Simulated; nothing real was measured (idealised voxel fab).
The process module presented herein is designated voxel lift off.
In the cross-section labelled cut, the width is 290 nm and each square cell is 5 nm.
How to read a cross-section here: the picture is a grid of square cells, written as bands going from the top down, and any band can span one or more rows of cells. The entry gives the band's vertical extent as a top height and a bottom height in nm, then its horizontal make-up as materials from left to right, each with a width in nm. "empty" stands for empty space; a single material marked "all across" fills the band edge to edge. Heights from 0 (as-received wafer is one material below). Bottom band endless downward, as "0..down". The notation "30 to 40" denotes a width that varies across the rows of cells in the band, beginning at the first number in the top row, finishing at the second number in the bottom row, and changing by an identical amount from each row to the next. Reading "no change occurred" for a step: not a cell of the cross-section changed in it. Any empty space of 8 cells or more lacking an open way to the top shows up in "Voids, sealed" as width x height at distance, distance from the left edge, in nm. Read whatever lies past the settings on a step's line as the simulator's own remark about the step. overlay nm: for a step with a mask, the amount by which the mask lay right of where it was planned; a negative amount means left of it.
The planned process steps are enumerated hereunder
| 1 | RECEIVE | material Si |
| 2 | CONFORMAL_DEP | material SiO2 | thk nm 10 |
| 3 | PATTERN | tone open | mask id LINES | material resist | width nm 20 | pitch nm 35 | thk nm 20 | overlay nm 0 |
| 4 | DIRECTIONAL_DEP | material Ru | thk nm 10 |
| 5 | STRIP | etch materials resist |
| 6 | CONFORMAL_DEP | material SiCN | thk nm 5 |
Below: the first of two wafers, run as planned
Delivered wafer in cross-section: state after step 1
	0..down = Si all across
	Voids, sealed: none
Cross-sectional representation of the wafer at the conclusion of step 2
	10..0 = SiO2 all across
	At heights below 0, the structure remains unaltered.
Cross-sectional representation of the wafer at the conclusion of step 3
	30..10 = resist=80 / empty=20 / resist=15 / empty=20 / resist=15 / empty=20 / resist=15 / empty=20 / resist=85
	At heights below 10, the structure remains unaltered.
Cross-sectional representation of the wafer at the conclusion of step 4
	40..30 = Ru=80 / empty=20 / Ru=15 / empty=20 / Ru=15 / empty=20 / Ru=15 / empty=20 / Ru=85
	30..20 = resist=80 / empty=20 / resist=15 / empty=20 / resist=15 / empty=20 / resist=15 / empty=20 / resist=85
	20..10 = resist=80 / Ru=20 / resist=15 / Ru=20 / resist=15 / Ru=20 / resist=15 / Ru=20 / resist=85
	At heights below 10, the structure remains unaltered.
Cross-sectional representation of the wafer at the conclusion of step 5
	20..10 = empty=80 / Ru=20 / empty=15 / Ru=20 / empty=15 / Ru=20 / empty=15 / Ru=20 / empty=85
	At heights below 10, the structure remains unaltered.
Cross-sectional representation of the wafer at the conclusion of step 6
	25..20 = empty=75 / SiCN=30 / empty=5 / SiCN=30 / empty=5 / SiCN=30 / empty=5 / SiCN=30 / empty=80
	20..15 = empty=75 / SiCN=5 / Ru=20 / SiCN=5 / empty=5 / SiCN=5 / Ru=20 / SiCN=5 / empty=5 / SiCN=5 / Ru=20 / SiCN=5 / empty=5 / SiCN=5 / Ru=20 / SiCN=5 / empty=80
	15..10 = SiCN=80 / Ru=20 / SiCN=15 / Ru=20 / SiCN=15 / Ru=20 / SiCN=15 / Ru=20 / SiCN=85
	At heights below 10, the structure remains unaltered.
second wafer: like start, like plan, one mistake. Through step 4 it matches the first wafer
The second wafer in cross-section, at the planned close of step 5
	20..10 = empty=80 / Ru=20 / empty=15 / Ru=20 / empty=15 / Ru=20 / empty=15 / Ru=20 / empty=85
	At heights below 10, the structure remains unaltered.
The second wafer in cross-section, at the planned close of step 6
	25..20 = empty=75 / SiCN=30 / empty=5 / SiCN=30 / empty=5 / SiCN=30 / empty=5 / SiCN=30 / empty=80
	20..15 = empty=75 / SiCN=5 / Ru=20 / SiCN=5 / empty=5 / SiCN=5 / Ru=20 / SiCN=5 / empty=5 / SiCN=5 / Ru=20 / SiCN=5 / empty=5 / SiCN=5 / Ru=20 / SiCN=5 / empty=80
	15..10 = SiCN=80 / Ru=20 / SiCN=15 / Ru=20 / SiCN=15 / Ru=20 / SiCN=15 / Ru=20 / SiCN=85
	At heights below 10, the structure remains unaltered.
Against the plan, the run slipped here: plan step 5 ran twice
at the end the two cross-sections are the same: no effect in what this model computes
